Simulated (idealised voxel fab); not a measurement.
voxel released beams: a process module
Section shown: cut. Width: 245 nm. Cell size: 5 nm, square.
Heads up, the way a cross-section reads in here is a grid of square cells, handed over as bands from the top down, with every band being one or more rows of cells. The entry gives the band's vertical extent as a top height and a bottom height in nm, then its horizontal make-up as materials from left to right, each with a width in nm. "empty" stands for empty space; a single material marked "everywhere" fills the band edge to edge. Heights from 0 (as-received wafer is one material below). Bottom band endless downward, as "0 nm and below". Think of "30->40" as a width that walks from the first number to the second as you go down the band, top row to bottom row, taking equal-sized steps from row to row. Step marked "no alterations made"? Then no cell in the cross-section changed in it. Closed empty spaces (no open way to the top) of 8 cells or more are what "Tabulated closed voids" lists, each as width x height at distance from the left edge, nm for all three. Where a step's line continues beyond its settings, the continuation is a remark by the simulator itself on that step. A step's line can hold "overlay nm"; with a mask on that step, the setting says how far right of the planned place the mask lay, while a negative setting says it lay to the left.

# Process steps foreseen in the plan
step 1: RECEIVE | material Si
step 2: CONFORMAL_DEP | material SiN | thk nm 5
step 3: DIRECTIONAL_DEP | material SiO2 | thk nm 10
step 4: DIRECTIONAL_DEP | material aC | thk nm 15
step 5: PATTERN | tone open | mask id ANCHOR | material resist | width nm 35 | thk nm 35 | overlay nm 0
step 6: DIRECTIONAL_ETCH | etch materials aC | depth nm 15
step 7: STRIP | etch materials resist
step 8: DIRECTIONAL_ETCH | etch materials SiO2 | depth nm 10
step 9: STRIP | etch materials aC
step 10: CONFORMAL_DEP | material polySi | thk nm 15
step 11: PATTERN | tone cover | mask id BEAM | material resist | width nm 110 | thk nm 15 | overlay nm 0
step 12: DIRECTIONAL_ETCH | etch materials polySi | depth nm 15
step 13: STRIP | etch materials resist
step 14: STRIP | etch materials SiO2

# What follows covers the first of two wafers; it ran as planned

# Cross-section of the wafer as it came to us, i.e., already through step 1
0 nm and below = Si everywhere
Tabulated closed voids: none

# Upon completion of step 2, the wafer appears in cross-section as shown
5 nm to 0 nm = SiN everywhere
No changes below 0.

# Upon completion of step 3, the wafer appears in cross-section as shown
15 nm to 5 nm = SiO2 everywhere
No changes below 5.

# Upon completion of step 4, the wafer appears in cross-section as shown
30 nm to 15 nm = aC everywhere
No changes below 15.

# Upon completion of step 5, the wafer appears in cross-section as shown
65 nm to 30 nm = 70 nm resist; 35 nm empty; 140 nm resist
No changes below 30.

# Upon completion of step 6, the wafer appears in cross-section as shown
50 nm to 30 nm = 70 nm resist; 35 nm empty; 140 nm resist
30 nm to 15 nm = 70 nm aC; 35 nm empty; 140 nm aC
No changes below 15.

# Upon completion of step 7, the wafer appears in cross-section as shown
30 nm to 15 nm = 70 nm aC; 35 nm empty; 140 nm aC
No changes below 15.

# Upon completion of step 8, the wafer appears in cross-section as shown
30 nm to 15 nm = 70 nm aC; 35 nm empty; 140 nm aC
15 nm to 5 nm = 70 nm SiO2; 35 nm empty; 140 nm SiO2
No changes below 5.

# Upon completion of step 9, the wafer appears in cross-section as shown
15 nm to 5 nm = 70 nm SiO2; 35 nm empty; 140 nm SiO2
No changes below 5.

# Upon completion of step 10, the wafer appears in cross-section as shown
30 nm to 20 nm = 85 nm polySi; 5 nm empty; 155 nm polySi
20 nm to 15 nm = polySi everywhere
15 nm to 5 nm = 70 nm SiO2; 35 nm polySi; 140 nm SiO2
No changes below 5.

# Upon completion of step 11, the wafer appears in cross-section as shown
45 nm to 30 nm = 65 nm empty; 110 nm resist; 70 nm empty
30 nm to 20 nm = 85 nm polySi; 5 nm resist; 155 nm polySi
No changes below 20.

# Upon completion of step 12, the wafer appears in cross-section as shown
45 nm to 30 nm = 65 nm empty; 110 nm resist; 70 nm empty
30 nm to 20 nm = 65 nm empty; 20 nm polySi; 5 nm resist; 85 nm polySi; 70 nm empty
20 nm to 15 nm = 65 nm empty; 110 nm polySi; 70 nm empty
No changes below 15.

# Upon completion of step 13, the wafer appears in cross-section as shown
30 nm to 20 nm = 65 nm empty; 20 nm polySi; 5 nm empty; 85 nm polySi; 70 nm empty
No changes below 20.

# Upon completion of step 14, the wafer appears in cross-section as shown
30 nm to 20 nm = 65 nm empty; 20 nm polySi; 5 nm empty; 85 nm polySi; 70 nm empty
20 nm to 15 nm = 65 nm empty; 110 nm polySi; 70 nm empty
15 nm to 5 nm = 70 nm empty; 35 nm polySi; 140 nm empty
No changes below 5.

# Wafer two of two - same starting point, same process plan, one mistake in execution; matches wafer one up to and including step 10

# Look at the second wafer in cross-section at the time step 11 ought to have finished
45 nm to 30 nm = 55 nm empty; 110 nm resist; 80 nm empty
30 nm to 20 nm = 85 nm polySi; 5 nm resist; 155 nm polySi
No changes below 20.

# Look at the second wafer in cross-section at the time step 12 ought to have finished
45 nm to 30 nm = 55 nm empty; 110 nm resist; 80 nm empty
30 nm to 20 nm = 55 nm empty; 30 nm polySi; 5 nm resist; 75 nm polySi; 80 nm empty
20 nm to 15 nm = 55 nm empty; 110 nm polySi; 80 nm empty
No changes below 15.

# Look at the second wafer in cross-section at the time step 13 ought to have finished
30 nm to 20 nm = 55 nm empty; 30 nm polySi; 5 nm empty; 75 nm polySi; 80 nm empty
No changes below 20.

# Look at the second wafer in cross-section at the time step 14 ought to have finished
30 nm to 20 nm = 55 nm empty; 30 nm polySi; 5 nm empty; 75 nm polySi; 80 nm empty
20 nm to 15 nm = 55 nm empty; 110 nm polySi; 80 nm empty
15 nm to 5 nm = 70 nm empty; 35 nm polySi; 140 nm empty
No changes below 5.
Where did the run depart from the plan? off-plan run, step 11, actual operation and settings PATTERN | tone cover | mask id BEAM | material resist | width nm 110 | thk nm 15 | overlay nm -10
Upon completion, the cell count for each material on the second wafer equals that on the first, whereas the spatial distribution of those cells differs.
